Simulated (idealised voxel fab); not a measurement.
Proc. module: voxel double patterning
Cross-sectional view cut (width: 265 nm; square cell size: 5 nm).
In this document a cross-section is written as a grid of square cells. It is given as a series of bands, listed from the top down, and a band is one or more rows of cells.
Heads up on the band format: heights come first, top then bottom, in nm. After that it's the materials left to right, each with its width in nm. A single material flagged "everywhere" fills the whole band edge to edge, and "blank" means there's empty space there.
Heights are measured from 0, the level below which the as-received wafer is all one material; the lowest band has no bottom and continues downward, written as in "0 nm and below".
The width entry "30->40" should be interpreted row by row: the top row of cells in the band takes the first number, the bottom row takes the second number, and the change between adjacent rows is uniform throughout.
The cross-section has no changed cell in any step marked "no alterations made".
In "Trapped voids" the enclosed voids are listed, meaning empty spaces of 8 cells or larger without any opening to the top. The form is width x height at distance, distance from the left edge, units nm.
Past the settings on a step's line: simulator remark, on that step.
If you see "overlay nm" on a step's line and that step has a mask, it's telling you how far right of where it was planned the mask ended up; a negative number means it went left instead.

[Steps in the process plan]
1) RECEIVE [material Si]
2) CONFORMAL_DEP [material SiO2] [thk nm 5]
3) DIRECTIONAL_DEP [material polySi] [thk nm 20]
4) DIRECTIONAL_DEP [material SiN] [thk nm 5]
5) PATTERN [tone open] [mask id FIRST] [material resist] [width nm 15] [pitch nm 50] [thk nm 15] [overlay nm 0]
6) DIRECTIONAL_ETCH [etch materials SiN] [depth nm 5]
7) STRIP [etch materials resist]
8) DIRECTIONAL_DEP [material aC] [thk nm 10]
9) PATTERN [tone open] [mask id SECOND] [material resist] [width nm 15] [pitch nm 50] [thk nm 30] [overlay nm 0]
10) DIRECTIONAL_ETCH [etch materials aC] [depth nm 10]
11) STRIP [etch materials resist]
12) DIRECTIONAL_ETCH [etch materials SiN] [depth nm 5]
13) STRIP [etch materials aC]
14) DIRECTIONAL_ETCH [etch materials polySi] [depth nm 20]
15) STRIP [etch materials SiN]

[The cross-section here shows the wafer as received, i.e. in its state after step 1]
	0 nm and below | Si everywhere
	Trapped voids: none

[The first of two wafers, cross-sectioned at the end of the module, with the run proceeding as planned]
	25 nm to 5 nm | polySi 75, blank 15, polySi 10, blank 15, polySi 10, blank 15, polySi 10, blank 15, polySi 10, blank 15, polySi 75
	5 nm to 0 nm | SiO2 everywhere
	0 nm and below | Si everywhere
	Trapped voids: none

[second wafer at the end: like start, like plan, one mistake]
	15 nm to 5 nm | polySi 75, blank 15, polySi 10, blank 15, polySi 10, blank 15, polySi 10, blank 15, polySi 10, blank 15, polySi 75
	5 nm to 0 nm | SiO2 everywhere
	0 nm and below | Si everywhere
	Trapped voids: none
Against the plan, the run slipped here: it should be noted that step 3 was executed with settings other than those planned, the operation and settings actually applied being DIRECTIONAL_DEP [material polySi] [thk nm 10]
FYI, end of process, the second wafer has more or fewer cells of some materials than the first: 76 fewer of polySi
